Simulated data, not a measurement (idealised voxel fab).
Herein follows the process module entitled voxel released beams.
Cross-section cut spans 160 nm and uses square cells 5 nm in size.
Notation: cross-section as square-cell grid; stated in bands, top first, going down; one or more cell rows per band.
Band: top and bottom heights (nm) first, top before bottom; then materials from left to right, widths in nm. "full width" marks a sole material filling the band edge to edge. "blank" denotes empty space.
Heights are measured from 0, the level below which the as-received wafer is all one material; the lowest band has no bottom and continues downward, written as in "0 down".
Graded width ("30 to 40"): value in top row of band = first number; value in bottom row = second number; row-to-row change constant.
Any step labelled "nothing changed" changed none of the cells in the cross-section.
"Closed void listing" lists enclosed empty spaces (at least 8 cells, no open path upward to the top), each as width x height at distance from the left edge, in nm.
after a step's settings: what the simulator itself notes on the step
overlay nm: step with mask; distance mask lay right of planned place; negative value = left of planned place.
## The following list gives the planned process steps
| 1 | RECEIVE: material Si |
| 2 | CONFORMAL_DEP: material SiN, thk nm 5 |
| 3 | DIRECTIONAL_DEP: material SiO2, thk nm 10 |
| 4 | DIRECTIONAL_DEP: material aC, thk nm 10 |
| 5 | PATTERN: tone open, mask id ANCHOR, material resist, width nm 30, thk nm 30, overlay nm 0 |
| 6 | DIRECTIONAL_ETCH: etch materials aC, depth nm 10 |
| 7 | STRIP: etch materials resist |
| 8 | DIRECTIONAL_ETCH: etch materials SiO2, depth nm 5 |
| 9 | STRIP: etch materials aC |
| 10 | CONFORMAL_DEP: material polySi, thk nm 10 |
| 11 | PATTERN: tone cover, mask id BEAM, material resist, width nm 105, thk nm 15, overlay nm 0 |
| 12 | DIRECTIONAL_ETCH: etch materials polySi, depth nm 10 |
| 13 | STRIP: etch materials resist |
| 14 | STRIP: etch materials SiO2 |
The plan's step 8 depth nm is the first wafer's value; the wafers differ in this setting and start identical.
## Cross-section of the first of several wafers as received (after step 1)
	0 down | Si full width
	Closed void listing: none
## Quick look at the cross-section of the first of several wafers after step 14, which wraps up the module
	5 to 0 | SiN full width
	0 down | Si full width
	Closed void listing: none
## At the end of the module, the last of several wafers in cross-section
	25 to 15 | blank 25 nm  polySi 15 nm  blank 10 nm  polySi 80 nm  blank 30 nm
	15 to 5 | blank 30 nm  polySi 30 nm  blank 100 nm
	5 to 0 | SiN full width
	0 down | Si full width
	Closed void listing: none
## Here is how to read the rows: every wafer has a row, and it shows the wafer at the end of the module, giving for each material how many cells were gained (+) or lost (-) since the wafer was received, then listing its closed voids
depth nm 5; +32 SiN; Closed void listing: none
depth nm 10; +32 SiN; +50 polySi; Closed void listing: none
depth nm 15; +32 SiN; +50 polySi; Closed void listing: none
depth nm 20; +32 SiN; +50 polySi; Closed void listing: none
depth nm 25; +32 SiN; +50 polySi; Closed void listing: none
